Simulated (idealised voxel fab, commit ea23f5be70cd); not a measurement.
process module | voxel capacitor over wiring
cross-section cut | 285 nm wide | cells 5 nm
A cross-section is a grid of square cells, given in bands from the top down. A band is one or more rows of cells.
Each band's line starts with the height of the band's top and of its bottom, in nm. Then come its materials from left to right, each with its width in nm. One material with "throughout" fills the band from edge to edge. "air" is empty space.
Height 0 is the level under which the wafer as received is all one material. The lowest band goes on downwards, as in "0 down".
A width such as "30 to 40" changes by the same amount from each row of cells to the next, from the band's top row to its bottom row.
"no change" after a step means that no cell of the cross-section changed.
closed voids: empty space of 8 cells or more with no open way to the top, each as width x height at its distance from the left edge, in nm
after a step's settings: what the simulator itself notes on the step
overlay nm, on a step with a mask: how far to the right of its planned place the mask lay; to the left if negative
plan
1 op RECEIVE | material Si
2 op CONFORMAL_DEP | material SiO2 | thk nm 15
3 op DIRECTIONAL_DEP | material TiN | thk nm 5
4 op DIRECTIONAL_DEP | material W | thk nm 25
5 op MASKED_ETCH | tone cover | mask id METAL_1 | width nm 20 | pitch nm 85 | etch materials W | depth nm 25 | overlay nm 0
6 op MASKED_ETCH | tone cover | mask id METAL_1 | width nm 20 | pitch nm 85 | etch materials TiN | depth nm 5 | overlay nm 0
7 op CONFORMAL_DEP | material SiCN | thk nm 5
8 op FILL_DEP | material SiO2 | thk nm 5
9 op CMP | height nm 45
10 op CONFORMAL_DEP | material SiCN | thk nm 5
11 op DIRECTIONAL_DEP | material SiO2 | thk nm 15
12 op PATTERN | tone open | mask id PLUG_1 | material resist | width nm 15 | thk nm 20 | overlay nm 0
13 op DIRECTIONAL_ETCH | etch materials SiO2 | depth nm 15
14 op DIRECTIONAL_ETCH | etch materials SiCN | depth nm 5
15 op STRIP | etch materials resist
16 op EPI | material Ru | thk nm 10
17 op EPI | material Ru | thk nm 10
18 op DIRECTIONAL_DEP | material TiN | thk nm 5
19 op DIRECTIONAL_DEP | material SiN | thk nm 5
20 op DIRECTIONAL_DEP | material TiN | thk nm 5
21 op MASKED_ETCH | tone cover | mask id UPPER_PLATE | width nm 70 | etch materials TiN | depth nm 5 | overlay nm 0
22 op MASKED_ETCH | tone cover | mask id UPPER_PLATE | width nm 70 | etch materials SiN | depth nm 5 | overlay nm 0
23 op MASKED_ETCH | tone cover | mask id LOWER_PLATE | width nm 80 | etch materials TiN | depth nm 5 | overlay nm 0
24 op FILL_DEP | material SiO2 | thk nm 20
25 op CMP | height nm 95
26 op PATTERN | tone open | mask id PLUG_2 | material resist | width nm 15 | thk nm 15 | overlay nm 0
27 op DIRECTIONAL_ETCH | etch materials SiO2 | depth nm 15
28 op STRIP | etch materials resist
29 op CONFORMAL_DEP | material TiN | thk nm 5
30 op FILL_DEP | material Cu | thk nm 5
31 op CMP | height nm 95
32 op CONFORMAL_DEP | material SiN | thk nm 5
varied across the wafers: width nm of step 26. The plan shows the first wafer's value. All wafers start alike
first wafer as received, after step 1
  0 down: Si throughout
  closed voids: none
each wafer at the end: cells of each material gained (+) or lost (-) since it was received, then its closed voids
width nm 15 | +2 Cu | +12 Ru | +123 SiCN | +71 SiN | +847 SiO2 | +45 TiN | +40 W | closed voids: none
width nm 20 | +4 Cu | +12 Ru | +123 SiCN | +71 SiN | +844 SiO2 | +46 TiN | +40 W | closed voids: none
width nm 25 | +6 Cu | +12 Ru | +123 SiCN | +71 SiN | +841 SiO2 | +47 TiN | +40 W | closed voids: none
width nm 30 | +8 Cu | +12 Ru | +123 SiCN | +71 SiN | +838 SiO2 | +48 TiN | +40 W | closed voids: none
